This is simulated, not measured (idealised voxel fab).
process module | voxel self aligned contacts
cross-section cut | 240 nm wide | cells 5 nm
A cross-section is a grid of square cells, given in bands from the top down. A band is one or more rows of cells.
Each band's line starts with the height of the band's top and of its bottom, in nm. Then come its materials from left to right, each with its width in nm. One material with "throughout" fills the band from edge to edge. "air" is empty space.
Height 0 is the level under which the wafer as received is all one material. The lowest band goes on downwards, as in "0 down".
A width such as "30 to 40" changes by the same amount from each row of cells to the next, from the band's top row to its bottom row.
"no change" after a step means that no cell of the cross-section changed.
closed voids: empty space of 8 cells or more with no open way to the top, each as width x height at its distance from the left edge, in nm
after a step's settings: what the simulator itself notes on the step
overlay nm, on a step with a mask: how far to the right of its planned place the mask lay; to the left if negative
plan
1 op RECEIVE | material Si
2 op OXIDIZE | depth nm 5
3 op DIRECTIONAL_DEP | material polySi | thk nm 20
4 op DIRECTIONAL_DEP | material SiN | thk nm 20
5 op DIRECTIONAL_DEP | material aC | thk nm 15
6 op PATTERN | tone cover | mask id GATE | material resist | width nm 30 | pitch nm 70 | thk nm 30 | overlay nm 0
7 op DIRECTIONAL_ETCH | etch materials aC | depth nm 15
8 op STRIP | etch materials resist
9 op DIRECTIONAL_ETCH | etch materials SiN | depth nm 20
10 op DIRECTIONAL_ETCH | etch materials polySi | depth nm 20
11 op STRIP | etch materials aC
12 op CONFORMAL_DEP | material SiN | thk nm 10
13 op DIRECTIONAL_ETCH | etch materials SiN | depth nm 10
14 op FILL_DEP | material SiO2 | thk nm 20
15 op CMP | height nm 50
16 op PATTERN | tone open | mask id CONTACT | material resist | width nm 50 | thk nm 20 | overlay nm 0
17 op DIRECTIONAL_ETCH | etch materials SiO2 | depth nm 55
18 op STRIP | etch materials resist
19 op CONFORMAL_DEP | material TiN | thk nm 5
20 op FILL_DEP | material W | thk nm 10
21 op CMP | height nm 50
22 op CONFORMAL_DEP | material SiCN | thk nm 5
first wafer, as planned
as received, after step 1
  0 down: Si throughout
  closed voids: none
after step 2
  0 to -5: SiO2 throughout
  below -5: unchanged
after step 3
  20 to 0: polySi throughout
  below 0: unchanged
after step 4
  40 to 20: SiN throughout
  below 20: unchanged
after step 5
  55 to 40: aC throughout
  below 40: unchanged
after step 6
  85 to 55: air 70 | resist 30 | air 40 | resist 30 | air 70
  below 55: unchanged
after step 7
  70 to 55: air 70 | resist 30 | air 40 | resist 30 | air 70
  55 to 40: air 70 | aC 30 | air 40 | aC 30 | air 70
  below 40: unchanged
after step 8
  55 to 40: air 70 | aC 30 | air 40 | aC 30 | air 70
  below 40: unchanged
after step 9
  55 to 40: air 70 | aC 30 | air 40 | aC 30 | air 70
  40 to 20: air 70 | SiN 30 | air 40 | SiN 30 | air 70
  below 20: unchanged
after step 10
  55 to 40: air 70 | aC 30 | air 40 | aC 30 | air 70
  40 to 20: air 70 | SiN 30 | air 40 | SiN 30 | air 70
  20 to 0: air 70 | polySi 30 | air 40 | polySi 30 | air 70
  below 0: unchanged
after step 11
  40 to 20: air 70 | SiN 30 | air 40 | SiN 30 | air 70
  below 20: unchanged
after step 12
  50 to 20: air 60 | SiN 50 | air 20 | SiN 50 | air 60
  20 to 10: air 60 | SiN 10 | polySi 30 | SiN 10 | air 20 | SiN 10 | polySi 30 | SiN 10 | air 60
  10 to 0: SiN 70 | polySi 30 | SiN 40 | polySi 30 | SiN 70
  below 0: unchanged
after step 13
  40 to 20: air 60 | SiN 50 | air 20 | SiN 50 | air 60
  20 to 0: air 60 | SiN 10 | polySi 30 | SiN 10 | air 20 | SiN 10 | polySi 30 | SiN 10 | air 60
  below 0: unchanged
after step 14
  60 to 40: SiO2 throughout
  40 to 20: SiO2 60 | SiN 50 | SiO2 20 | SiN 50 | SiO2 60
  20 to 0: SiO2 60 | SiN 10 | polySi 30 | SiN 10 | SiO2 20 | SiN 10 | polySi 30 | SiN 10 | SiO2 60
  below 0: unchanged
after step 15
  50 to 40: SiO2 throughout
  below 40: unchanged
after step 16
  70 to 50: resist 95 | air 50 | resist 95
  below 50: unchanged
after step 17
  70 to 50: resist 95 | air 50 | resist 95
  50 to 40: SiO2 95 | air 50 | SiO2 95
  40 to 20: SiO2 60 | SiN 50 | air 20 | SiN 50 | SiO2 60
  20 to 0: SiO2 60 | SiN 10 | polySi 30 | SiN 10 | air 20 | SiN 10 | polySi 30 | SiN 10 | SiO2 60
  0 to -5: SiO2 110 | air 20 | SiO2 110
  below -5: unchanged
after step 18
  50 to 40: SiO2 95 | air 50 | SiO2 95
  below 40: unchanged
after step 19
  55 to 50: TiN 100 | air 40 | TiN 100
  50 to 40: SiO2 95 | TiN 5 to 20 | air 40 to 10 | TiN 5 to 20 | SiO2 95
  40 to 20: SiO2 60 | SiN 50 | TiN 5 | air 10 | TiN 5 | SiN 50 | SiO2 60
  20 to 0: SiO2 60 | SiN 10 | polySi 30 | SiN 10 | TiN 5 | air 10 | TiN 5 | SiN 10 | polySi 30 | SiN 10 | SiO2 60
  0 to -5: SiO2 110 | TiN 20 | SiO2 110
  below -5: unchanged
after step 20
  65 to 55: W throughout
  55 to 50: TiN 100 | W 40 | TiN 100
  50 to 40: SiO2 95 | TiN 5 to 20 | W 40 to 10 | TiN 5 to 20 | SiO2 95
  40 to 20: SiO2 60 | SiN 50 | TiN 5 | W 10 | TiN 5 | SiN 50 | SiO2 60
  20 to 0: SiO2 60 | SiN 10 | polySi 30 | SiN 10 | TiN 5 | W 10 | TiN 5 | SiN 10 | polySi 30 | SiN 10 | SiO2 60
  below 0: unchanged
after step 21
  50 to 40: SiO2 95 | TiN 5 to 20 | W 40 to 10 | TiN 5 to 20 | SiO2 95
  below 40: unchanged
after step 22
  55 to 50: SiCN throughout
  below 50: unchanged
second wafer: like start, like plan, one mistake. Through step 15 it matches the first wafer
when step 16 should have ended
  70 to 50: resist 100 | air 40 | resist 100
  below 50: unchanged
when step 17 should have ended
  70 to 50: resist 100 | air 40 | resist 100
  50 to 40: SiO2 100 | air 40 | SiO2 100
  40 to 20: SiO2 60 | SiN 50 | air 20 | SiN 50 | SiO2 60
  20 to 0: SiO2 60 | SiN 10 | polySi 30 | SiN 10 | air 20 | SiN 10 | polySi 30 | SiN 10 | SiO2 60
  0 to -5: SiO2 110 | air 20 | SiO2 110
  below -5: unchanged
when step 18 should have ended
  50 to 40: SiO2 100 | air 40 | SiO2 100
  below 40: unchanged
when step 19 should have ended
  55 to 50: TiN 105 | air 30 | TiN 105
  50 to 40: SiO2 100 | TiN 5 to 15 | air 30 to 10 | TiN 5 to 15 | SiO2 100
  40 to 20: SiO2 60 | SiN 50 | TiN 5 | air 10 | TiN 5 | SiN 50 | SiO2 60
  20 to 0: SiO2 60 | SiN 10 | polySi 30 | SiN 10 | TiN 5 | air 10 | TiN 5 | SiN 10 | polySi 30 | SiN 10 | SiO2 60
  0 to -5: SiO2 110 | TiN 20 | SiO2 110
  below -5: unchanged
when step 20 should have ended
  65 to 55: W throughout
  55 to 50: TiN 105 | W 30 | TiN 105
  50 to 40: SiO2 100 | TiN 5 to 15 | W 30 to 10 | TiN 5 to 15 | SiO2 100
  40 to 20: SiO2 60 | SiN 50 | TiN 5 | W 10 | TiN 5 | SiN 50 | SiO2 60
  20 to 0: SiO2 60 | SiN 10 | polySi 30 | SiN 10 | TiN 5 | W 10 | TiN 5 | SiN 10 | polySi 30 | SiN 10 | SiO2 60
  below 0: unchanged
when step 21 should have ended
  50 to 40: SiO2 100 | TiN 5 to 15 | W 30 to 10 | TiN 5 to 15 | SiO2 100
  below 40: unchanged
when step 22 should have ended
  55 to 50: SiCN throughout
  below 50: unchanged
what went wrong: step 16 ran as: op PATTERN | tone open | mask id CONTACT | material resist | width nm 40 | thk nm 20 | overlay nm 0
at the end the second wafer has, in cells: 4 more of SiO2 | 2 fewer of TiN | 2 fewer of W
